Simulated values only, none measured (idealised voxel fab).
The name of this process module is voxel spacer lines.
It is cross-section cut that appears here, measuring 280 nm in width, its square cells being 5 nm in size.
In this document a cross-section is written as a grid of square cells. It is given as a series of bands, listed from the top down, and a band is one or more rows of cells. In this notation a band is specified by the heights of its top and bottom, in that order and in nm, after which its materials appear from left to right, each paired with its width in nm. The word "all across" attached to a single material means that material fills the band from edge to edge; the word "air" stands for empty space. Height is counted from the level 0, under which the received wafer is composed throughout of one material. The lowest of the bands is not closed at the bottom but continues downward, in the notation "0..down". A two-number width, for instance "30 to 40", indicates that the width is equal to the first number in the top row of the band and to the second number in the bottom row, and that it changes by a constant amount per row of cells. Step note "no modification" = no cross-section cell changed. Each empty space that has no open way to the top and spans at least 8 cells appears under "Cavities, closed" as width x height at distance, the distance counted from the left edge, all in nm. Post-settings text on a step line: simulator's own remark regarding the step. You can add "overlay nm" to a step's line. For a step with a mask, it describes how far the mask lay to the right of its planned position, and a negative number describes a lay to the left.

THE PLANNED PROCESS STEPS ARE ENUMERATED HEREUNDER
1,RECEIVE [material Si]
2,CONFORMAL_DEP [material Al2O3] [thk nm 10]
3,DIRECTIONAL_DEP [material polySi] [thk nm 15]
4,DIRECTIONAL_DEP [material aC] [thk nm 20]
5,PATTERN [tone cover] [mask id MANDREL] [material resist] [width nm 20] [pitch nm 60] [thk nm 30] [overlay nm 0]
6,DIRECTIONAL_ETCH [etch materials aC] [depth nm 20]
7,STRIP [etch materials resist]
8,CONFORMAL_DEP [material SiO2] [thk nm 10]
9,DIRECTIONAL_ETCH [etch materials SiO2] [depth nm 10]
10,STRIP [etch materials aC]
11,DIRECTIONAL_ETCH [etch materials polySi] [depth nm 15]
12,STRIP [etch materials SiO2]

ACCOUNT OF THE FIRST OF TWO WAFERS, WHICH WAS PROCESSED AS INTENDED

THIS IS THE CROSS-SECTION OF THE WAFER AS WE RECEIVED IT, I.E. AFTER STEP 1
  0..down | Si all across
  Cavities, closed: none

PRESENTED HERE IS A CROSS-SECTION OF THE WAFER AFTER STEP 2 HAS BEEN PERFORMED
  10..0 | Al2O3 all across
  Lower than 0, everything is as it was.

PRESENTED HERE IS A CROSS-SECTION OF THE WAFER AFTER STEP 3 HAS BEEN PERFORMED
  25..10 | polySi all across
  Lower than 10, everything is as it was.

PRESENTED HERE IS A CROSS-SECTION OF THE WAFER AFTER STEP 4 HAS BEEN PERFORMED
  45..25 | aC all across
  Lower than 25, everything is as it was.

PRESENTED HERE IS A CROSS-SECTION OF THE WAFER AFTER STEP 5 HAS BEEN PERFORMED
  75..45 | air 100 nm, then resist 20 nm, then air 40 nm, then resist 20 nm, then air 100 nm
  Lower than 45, everything is as it was.

PRESENTED HERE IS A CROSS-SECTION OF THE WAFER AFTER STEP 6 HAS BEEN PERFORMED
  55..45 | air 100 nm, then resist 20 nm, then air 40 nm, then resist 20 nm, then air 100 nm
  45..25 | air 100 nm, then aC 20 nm, then air 40 nm, then aC 20 nm, then air 100 nm
  Lower than 25, everything is as it was.

PRESENTED HERE IS A CROSS-SECTION OF THE WAFER AFTER STEP 7 HAS BEEN PERFORMED
  45..25 | air 100 nm, then aC 20 nm, then air 40 nm, then aC 20 nm, then air 100 nm
  Lower than 25, everything is as it was.

PRESENTED HERE IS A CROSS-SECTION OF THE WAFER AFTER STEP 8 HAS BEEN PERFORMED
  55..45 | air 90 nm, then SiO2 40 nm, then air 20 nm, then SiO2 40 nm, then air 90 nm
  45..35 | air 90 nm, then SiO2 10 nm, then aC 20 nm, then SiO2 10 nm, then air 20 nm, then SiO2 10 nm, then aC 20 nm, then SiO2 10 nm, then air 90 nm
  35..25 | SiO2 100 nm, then aC 20 nm, then SiO2 40 nm, then aC 20 nm, then SiO2 100 nm
  Lower than 25, everything is as it was.

PRESENTED HERE IS A CROSS-SECTION OF THE WAFER AFTER STEP 9 HAS BEEN PERFORMED
  45..25 | air 90 nm, then SiO2 10 nm, then aC 20 nm, then SiO2 10 nm, then air 20 nm, then SiO2 10 nm, then aC 20 nm, then SiO2 10 nm, then air 90 nm
  Lower than 25, everything is as it was.

PRESENTED HERE IS A CROSS-SECTION OF THE WAFER AFTER STEP 10 HAS BEEN PERFORMED
  45..25 | air 90 nm, then SiO2 10 nm, then air 20 nm, then SiO2 10 nm, then air 20 nm, then SiO2 10 nm, then air 20 nm, then SiO2 10 nm, then air 90 nm
  Lower than 25, everything is as it was.

PRESENTED HERE IS A CROSS-SECTION OF THE WAFER AFTER STEP 11 HAS BEEN PERFORMED
  45..25 | air 90 nm, then SiO2 10 nm, then air 20 nm, then SiO2 10 nm, then air 20 nm, then SiO2 10 nm, then air 20 nm, then SiO2 10 nm, then air 90 nm
  25..10 | air 90 nm, then polySi 10 nm, then air 20 nm, then polySi 10 nm, then air 20 nm, then polySi 10 nm, then air 20 nm, then polySi 10 nm, then air 90 nm
  Lower than 10, everything is as it was.

PRESENTED HERE IS A CROSS-SECTION OF THE WAFER AFTER STEP 12 HAS BEEN PERFORMED
  25..10 | air 90 nm, then polySi 10 nm, then air 20 nm, then polySi 10 nm, then air 20 nm, then polySi 10 nm, then air 20 nm, then polySi 10 nm, then air 90 nm
  Lower than 10, everything is as it was.

SECOND WAFER, SAME STARTING STATE AND PLAN AS THE FIRST, ONE MISTAKE IN THE RUN, IDENTICAL THROUGH STEP 4

CROSS-SECTION OF THE SECOND WAFER AT THE TIME BY WHICH STEP 5 SHOULD HAVE BEEN COMPLETED ACCORDING TO THE PLAN
  75..45 | air 95 nm, then resist 30 nm, then air 30 nm, then resist 30 nm, then air 95 nm
  Lower than 45, everything is as it was.

CROSS-SECTION OF THE SECOND WAFER AT THE TIME BY WHICH STEP 6 SHOULD HAVE BEEN COMPLETED ACCORDING TO THE PLAN
  55..45 | air 95 nm, then resist 30 nm, then air 30 nm, then resist 30 nm, then air 95 nm
  45..25 | air 95 nm, then aC 30 nm, then air 30 nm, then aC 30 nm, then air 95 nm
  Lower than 25, everything is as it was.

CROSS-SECTION OF THE SECOND WAFER AT THE TIME BY WHICH STEP 7 SHOULD HAVE BEEN COMPLETED ACCORDING TO THE PLAN
  45..25 | air 95 nm, then aC 30 nm, then air 30 nm, then aC 30 nm, then air 95 nm
  Lower than 25, everything is as it was.

CROSS-SECTION OF THE SECOND WAFER AT THE TIME BY WHICH STEP 8 SHOULD HAVE BEEN COMPLETED ACCORDING TO THE PLAN
  55..45 | air 85 nm, then SiO2 50 nm, then air 10 nm, then SiO2 50 nm, then air 85 nm
  45..35 | air 85 nm, then SiO2 10 nm, then aC 30 nm, then SiO2 10 nm, then air 10 nm, then SiO2 10 nm, then aC 30 nm, then SiO2 10 nm, then air 85 nm
  35..25 | SiO2 95 nm, then aC 30 nm, then SiO2 30 nm, then aC 30 nm, then SiO2 95 nm
  Lower than 25, everything is as it was.

CROSS-SECTION OF THE SECOND WAFER AT THE TIME BY WHICH STEP 9 SHOULD HAVE BEEN COMPLETED ACCORDING TO THE PLAN
  45..25 | air 85 nm, then SiO2 10 nm, then aC 30 nm, then SiO2 10 nm, then air 10 nm, then SiO2 10 nm, then aC 30 nm, then SiO2 10 nm, then air 85 nm
  Lower than 25, everything is as it was.

CROSS-SECTION OF THE SECOND WAFER AT THE TIME BY WHICH STEP 10 SHOULD HAVE BEEN COMPLETED ACCORDING TO THE PLAN
  45..25 | air 85 nm, then SiO2 10 nm, then air 30 nm, then SiO2 10 nm, then air 10 nm, then SiO2 10 nm, then air 30 nm, then SiO2 10 nm, then air 85 nm
  Lower than 25, everything is as it was.

CROSS-SECTION OF THE SECOND WAFER AT THE TIME BY WHICH STEP 11 SHOULD HAVE BEEN COMPLETED ACCORDING TO THE PLAN
  45..25 | air 85 nm, then SiO2 10 nm, then air 30 nm, then SiO2 10 nm, then air 10 nm, then SiO2 10 nm, then air 30 nm, then SiO2 10 nm, then air 85 nm
  25..10 | air 85 nm, then polySi 10 nm, then air 30 nm, then polySi 10 nm, then air 10 nm, then polySi 10 nm, then air 30 nm, then polySi 10 nm, then air 85 nm
  Lower than 10, everything is as it was.

CROSS-SECTION OF THE SECOND WAFER AT THE TIME BY WHICH STEP 12 SHOULD HAVE BEEN COMPLETED ACCORDING TO THE PLAN
  25..10 | air 85 nm, then polySi 10 nm, then air 30 nm, then polySi 10 nm, then air 10 nm, then polySi 10 nm, then air 30 nm, then polySi 10 nm, then air 85 nm
  Lower than 10, everything is as it was.
Deviation from plan: step 5 went in with a setting other than planned; the actual run was PATTERN [tone cover] [mask id MANDREL] [material resist] [width nm 30] [pitch nm 60] [thk nm 30] [overlay nm 0]
Upon completion, the cell count for each material on the second wafer equals that on the first, whereas the spatial distribution of those cells differs.
